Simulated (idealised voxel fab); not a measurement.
process module | voxel released beams
cross-section cut | 205 nm wide | cells 5 nm
A cross-section is a grid of square cells, given in bands from the top down. A band is one or more rows of cells.
Each band's line starts with the height of the band's top and of its bottom, in nm. Then come its materials from left to right, each with its width in nm. One material with "throughout" fills the band from edge to edge. "air" is empty space.
Height 0 is the level under which the wafer as received is all one material. The lowest band goes on downwards, as in "0 down".
A width such as "30 to 40" changes by the same amount from each row of cells to the next, from the band's top row to its bottom row.
"no change" after a step means that no cell of the cross-section changed.
closed voids: empty space of 8 cells or more with no open way to the top, each as width x height at its distance from the left edge, in nm
after a step's settings: what the simulator itself notes on the step
overlay nm, on a step with a mask: how far to the right of its planned place the mask lay; to the left if negative
plan
1 op RECEIVE | material Si
2 op CONFORMAL_DEP | material SiN | thk nm 5
3 op DIRECTIONAL_DEP | material SiO2 | thk nm 20
4 op MASKED_ETCH | tone open | mask id ANCHOR | width nm 25 | etch materials SiO2 | depth nm 20 | overlay nm -15
5 op CONFORMAL_DEP | material polySi | thk nm 10
6 op PATTERN | tone cover | mask id BEAM | material resist | width nm 80 | thk nm 20 | overlay nm 0
7 op DIRECTIONAL_ETCH | etch materials polySi | depth nm 10
8 op STRIP | etch materials resist
9 op STRIP | etch materials SiO2
varied across the wafers: overlay nm of step 4. The plan shows the first wafer's value. All wafers start alike
first wafer as received, after step 1
  0 down: Si throughout
  closed voids: none
first wafer at the end, after step 9
  35 to 25: air 65 | polySi 75 | air 65
  25 to 15: air 50 | polySi 10 | air 5 | polySi 10 | air 130
  15 to 5: air 50 | polySi 25 | air 130
  5 to 0: SiN throughout
  0 down: Si throughout
  closed voids: none
last wafer at the end
  35 to 25: air 60 | polySi 30 | air 5 | polySi 45 | air 65
  25 to 15: air 80 | polySi 10 | air 5 | polySi 10 | air 100
  15 to 5: air 80 | polySi 25 | air 100
  5 to 0: SiN throughout
  0 down: Si throughout
  closed voids: none
each wafer at the end: cells of each material gained (+) or lost (-) since it was received, then its closed voids
overlay nm -15 | +41 SiN | +48 polySi | closed voids: none
overlay nm -10 | +41 SiN | +48 polySi | closed voids: none
overlay nm -5 | +41 SiN | +48 polySi | closed voids: none
overlay nm 0 | +41 SiN | +48 polySi | closed voids: none
overlay nm 5 | +41 SiN | +48 polySi | closed voids: none
overlay nm 10 | +41 SiN | +48 polySi | closed voids: none
overlay nm 15 | +41 SiN | +48 polySi | closed voids: none
